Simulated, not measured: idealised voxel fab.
Module name: voxel released beams (process module)
This is section cut - it's 195 nm across, gridded in 5 nm square cells.
Notation: cross-section as square-cell grid; stated in bands, top first, going down; one or more cell rows per band. What a band's entry tells you: where the top is and where the bottom is, as heights in nm, and after that what lies inside, material by material from left to right, each with its width in nm. Empty space is written as the word "air", and a single material marked with the word "throughout" occupies the band from edge to edge. Counting heights begins at 0, where everything beneath is, in the wafer as received, one material. The lowest band has no bottom; it goes on downwards, as "0..down" shows. The expression "30..40" gives the width at the extremes of the band, the first number at its top row of cells and the second at its bottom row, with the width changing by equal amounts from each row to the next in between. Any step labelled "remained unchanged" changed none of the cells in the cross-section. "Entrapped voids" contains a list of empty spaces, each no smaller than 8 cells and without an open way to the top, written in the form width x height at distance with the distance from the left edge and all three in nm. Note: text after step settings on the step line = simulator remark on that step. If you see "overlay nm" on a step's line and that step has a mask, it's telling you how far right of where it was planned the mask ended up; a negative number means it went left instead.

**Listed below are the process steps as planned**
1 RECEIVE [material Si]
2 CONFORMAL_DEP [material SiN] [thk nm 10]
3 DIRECTIONAL_DEP [material SiO2] [thk nm 10]
4 DIRECTIONAL_DEP [material aC] [thk nm 10]
5 PATTERN [tone open] [mask id ANCHOR] [material resist] [width nm 45] [thk nm 25] [overlay nm 0]
6 DIRECTIONAL_ETCH [etch materials aC] [depth nm 10]
7 STRIP [etch materials resist]
8 DIRECTIONAL_ETCH [etch materials SiO2] [depth nm 10]
9 STRIP [etch materials aC]
10 CONFORMAL_DEP [material polySi] [thk nm 15]
11 DIRECTIONAL_DEP [material aC] [thk nm 15]
12 PATTERN [tone cover] [mask id BEAM] [material resist] [width nm 100] [thk nm 30] [overlay nm 0]
13 DIRECTIONAL_ETCH [etch materials aC] [depth nm 15]
14 STRIP [etch materials resist]
15 DIRECTIONAL_ETCH [etch materials polySi] [depth nm 15]
16 STRIP [etch materials aC]
17 STRIP [etch materials SiO2]

**Account of the first of two wafers, which was processed as intended**

**Wafer at receipt (post step 1), cross-section**
- 0..down | Si throughout
- Entrapped voids: none

**The following cross-section depicts the wafer upon completion of step 2**
- 10..0 | SiN throughout
- Heights below 0 show no change.

**The following cross-section depicts the wafer upon completion of step 3**
- 20..10 | SiO2 throughout
- Heights below 10 show no change.

**The following cross-section depicts the wafer upon completion of step 4**
- 30..20 | aC throughout
- Heights below 20 show no change.

**The following cross-section depicts the wafer upon completion of step 5**
- 55..30 | 50 of resist | 45 of air | 100 of resist
- Heights below 30 show no change.

**The following cross-section depicts the wafer upon completion of step 6**
- 45..30 | 50 of resist | 45 of air | 100 of resist
- 30..20 | 50 of aC | 45 of air | 100 of aC
- Heights below 20 show no change.

**The following cross-section depicts the wafer upon completion of step 7**
- 30..20 | 50 of aC | 45 of air | 100 of aC
- Heights below 20 show no change.

**The following cross-section depicts the wafer upon completion of step 8**
- 30..20 | 50 of aC | 45 of air | 100 of aC
- 20..10 | 50 of SiO2 | 45 of air | 100 of SiO2
- Heights below 10 show no change.

**The following cross-section depicts the wafer upon completion of step 9**
- 20..10 | 50 of SiO2 | 45 of air | 100 of SiO2
- Heights below 10 show no change.

**The following cross-section depicts the wafer upon completion of step 10**
- 35..25 | 65 of polySi | 15 of air | 115 of polySi
- 25..20 | polySi throughout
- 20..10 | 50 of SiO2 | 45 of polySi | 100 of SiO2
- Heights below 10 show no change.

**The following cross-section depicts the wafer upon completion of step 11**
- 50..40 | 65 of aC | 15 of air | 115 of aC
- 40..35 | aC throughout
- 35..25 | 65 of polySi | 15 of aC | 115 of polySi
- Heights below 25 show no change.

**The following cross-section depicts the wafer upon completion of step 12**
- 80..50 | 45 of air | 100 of resist | 50 of air
- 50..40 | 65 of aC | 15 of resist | 115 of aC
- Heights below 40 show no change.

**The following cross-section depicts the wafer upon completion of step 13**
- 65..50 | 45 of air | 100 of resist | 50 of air
- 50..40 | 45 of air | 20 of aC | 15 of resist | 65 of aC | 50 of air
- 40..35 | 45 of air | 100 of aC | 50 of air
- Heights below 35 show no change.

**The following cross-section depicts the wafer upon completion of step 14**
- 50..40 | 45 of air | 20 of aC | 15 of air | 65 of aC | 50 of air
- Heights below 40 show no change.

**The following cross-section depicts the wafer upon completion of step 15**
- 50..40 | 45 of air | 20 of aC | 15 of air | 65 of aC | 50 of air
- 40..35 | 45 of air | 100 of aC | 50 of air
- 35..25 | 45 of air | 20 of polySi | 15 of aC | 65 of polySi | 50 of air
- 25..20 | 45 of air | 100 of polySi | 50 of air
- Heights below 20 show no change.

**The following cross-section depicts the wafer upon completion of step 16**
- 35..25 | 45 of air | 20 of polySi | 15 of air | 65 of polySi | 50 of air
- Heights below 25 show no change.

**The following cross-section depicts the wafer upon completion of step 17**
- 35..25 | 45 of air | 20 of polySi | 15 of air | 65 of polySi | 50 of air
- 25..20 | 45 of air | 100 of polySi | 50 of air
- 20..10 | 50 of air | 45 of polySi | 100 of air
- Heights below 10 show no change.

**Second wafer. Start and plan as for the first. One mistake made in running. Agrees with the first up to and including step 4**

**At the planned end of step 5, the second wafer in cross-section**
- 55..30 | 45 of resist | 55 of air | 95 of resist
- Heights below 30 show no change.

**At the planned end of step 6, the second wafer in cross-section**
- 45..30 | 45 of resist | 55 of air | 95 of resist
- 30..20 | 45 of aC | 55 of air | 95 of aC
- Heights below 20 show no change.

**At the planned end of step 7, the second wafer in cross-section**
- 30..20 | 45 of aC | 55 of air | 95 of aC
- Heights below 20 show no change.

**At the planned end of step 8, the second wafer in cross-section**
- 30..20 | 45 of aC | 55 of air | 95 of aC
- 20..10 | 45 of SiO2 | 55 of air | 95 of SiO2
- Heights below 10 show no change.

**At the planned end of step 9, the second wafer in cross-section**
- 20..10 | 45 of SiO2 | 55 of air | 95 of SiO2
- Heights below 10 show no change.

**At the planned end of step 10, the second wafer in cross-section**
- 35..25 | 60 of polySi | 25 of air | 110 of polySi
- 25..20 | polySi throughout
- 20..10 | 45 of SiO2 | 55 of polySi | 95 of SiO2
- Heights below 10 show no change.

**At the planned end of step 11, the second wafer in cross-section**
- 50..40 | 60 of aC | 25 of air | 110 of aC
- 40..35 | aC throughout
- 35..25 | 60 of polySi | 25 of aC | 110 of polySi
- Heights below 25 show no change.

**At the planned end of step 12, the second wafer in cross-section**
- 80..50 | 45 of air | 100 of resist | 50 of air
- 50..40 | 60 of aC | 25 of resist | 110 of aC
- Heights below 40 show no change.

**At the planned end of step 13, the second wafer in cross-section**
- 65..50 | 45 of air | 100 of resist | 50 of air
- 50..40 | 45 of air | 15 of aC | 25 of resist | 60 of aC | 50 of air
- 40..35 | 45 of air | 100 of aC | 50 of air
- Heights below 35 show no change.

**At the planned end of step 14, the second wafer in cross-section**
- 50..40 | 45 of air | 15 of aC | 25 of air | 60 of aC | 50 of air
- Heights below 40 show no change.

**At the planned end of step 15, the second wafer in cross-section**
- 50..40 | 45 of air | 15 of aC | 25 of air | 60 of aC | 50 of air
- 40..35 | 45 of air | 100 of aC | 50 of air
- 35..25 | 45 of air | 15 of polySi | 25 of aC | 60 of polySi | 50 of air
- 25..20 | 45 of air | 100 of polySi | 50 of air
- Heights below 20 show no change.

**At the planned end of step 16, the second wafer in cross-section**
- 35..25 | 45 of air | 15 of polySi | 25 of air | 60 of polySi | 50 of air
- Heights below 25 show no change.

**At the planned end of step 17, the second wafer in cross-section**
- 35..25 | 45 of air | 15 of polySi | 25 of air | 60 of polySi | 50 of air
- 25..20 | 45 of air | 100 of polySi | 50 of air
- 20..10 | 45 of air | 55 of polySi | 95 of air
- Heights below 10 show no change.
Where did the run depart from the plan? heads up, step 5 didn't go per plan, it actually ran as PATTERN [tone open] [mask id ANCHOR] [material resist] [width nm 55] [thk nm 25] [overlay nm 0]
Upon completion, the cell count for each material on the second wafer equals that on the first, whereas the spatial distribution of those cells differs.
